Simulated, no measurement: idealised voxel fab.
This section sets out a process module, namely voxel spacer lines.
The cross-section shown here is cut; it is 265 nm wide and divided into square cells measuring 5 nm on a side.
Bands, listed from the top down, are how a cross-section gets written in this document; the cross-section itself is a grid of square cells, and a band is one or more rows of them. This entry defines a band. It first specifies the height of the band's top and the height of its bottom in nm, and then specifies the band's materials from left to right, stating each material with its width in nm. The word "edge to edge" identifies a single material that fills the band from edge to edge, while the word "air" identifies empty space. We count height from 0. Below that, the starting wafer is all one material. The lowest band never ends at the bottom but goes on down; see "top 0, no bottom" for how that is written. Think of "30->40" as a width that walks from the first number to the second as you go down the band, top row to bottom row, taking equal-sized steps from row to row. Take "nothing changed" at face value: in the step it is given for, the cross-section changed in none of its cells. The entry "Enclosed void catalog" lists the empty spaces that cover at least 8 cells and have no open path to the top. Each is written as width x height at distance, where the distance is measured from the left edge and all three values are in nm. Formally, on a step line, whatever follows the settings is a remark that the simulator itself makes on the step. overlay nm: on a step with a mask, how far right of its planned place the mask lay; negative means left.
### Process steps (planned)
1. RECEIVE,material Si
2. CONFORMAL_DEP,material SiO2,thk nm 5
3. DIRECTIONAL_DEP,material TiN,thk nm 20
4. DIRECTIONAL_DEP,material polySi,thk nm 25
5. PATTERN,tone cover,mask id MANDREL,material resist,width nm 15,pitch nm 60,thk nm 35,overlay nm 0
6. DIRECTIONAL_ETCH,etch materials polySi,depth nm 25
7. STRIP,etch materials resist
8. CONFORMAL_DEP,material SiN,thk nm 15
9. DIRECTIONAL_ETCH,etch materials SiN,depth nm 15
10. STRIP,etch materials polySi
11. DIRECTIONAL_ETCH,etch materials TiN,depth nm 20
12. STRIP,etch materials SiN
### Cross-section of the incoming wafer, state after step 1
- top 0, no bottom | Si edge to edge
- Enclosed void catalog: none
### The first of the two wafers as seen in cross-section once the module was finished; processing followed the plan
- top 25, bottom 5 | air (80), TiN (15), air (15), TiN (15), air (15), TiN (15), air (15), TiN (15), air (80)
- top 5, bottom 0 | SiO2 edge to edge
- top 0, no bottom | Si edge to edge
- Enclosed void catalog: none
### Same start, same plan as the first wafer - but one mistake in the run. Cross-section of the second of the two at the end of the module
- top 25, bottom 5 | air (80), TiN (15), air (20), TiN (15), air (10), TiN (15), air (20), TiN (15), air (75)
- top 5, bottom 0 | SiO2 edge to edge
- top 0, no bottom | Si edge to edge
- Enclosed void catalog: none
It is concluded that the wafer was processed incorrectly with respect to the plan, in that step 5 ran with different settings than intended, the actual operation and settings being PATTERN,tone cover,mask id MANDREL,material resist,width nm 20,pitch nm 60,thk nm 35,overlay nm 0
The two final wafers agree on how many cells each material fills and disagree on which cells those are.
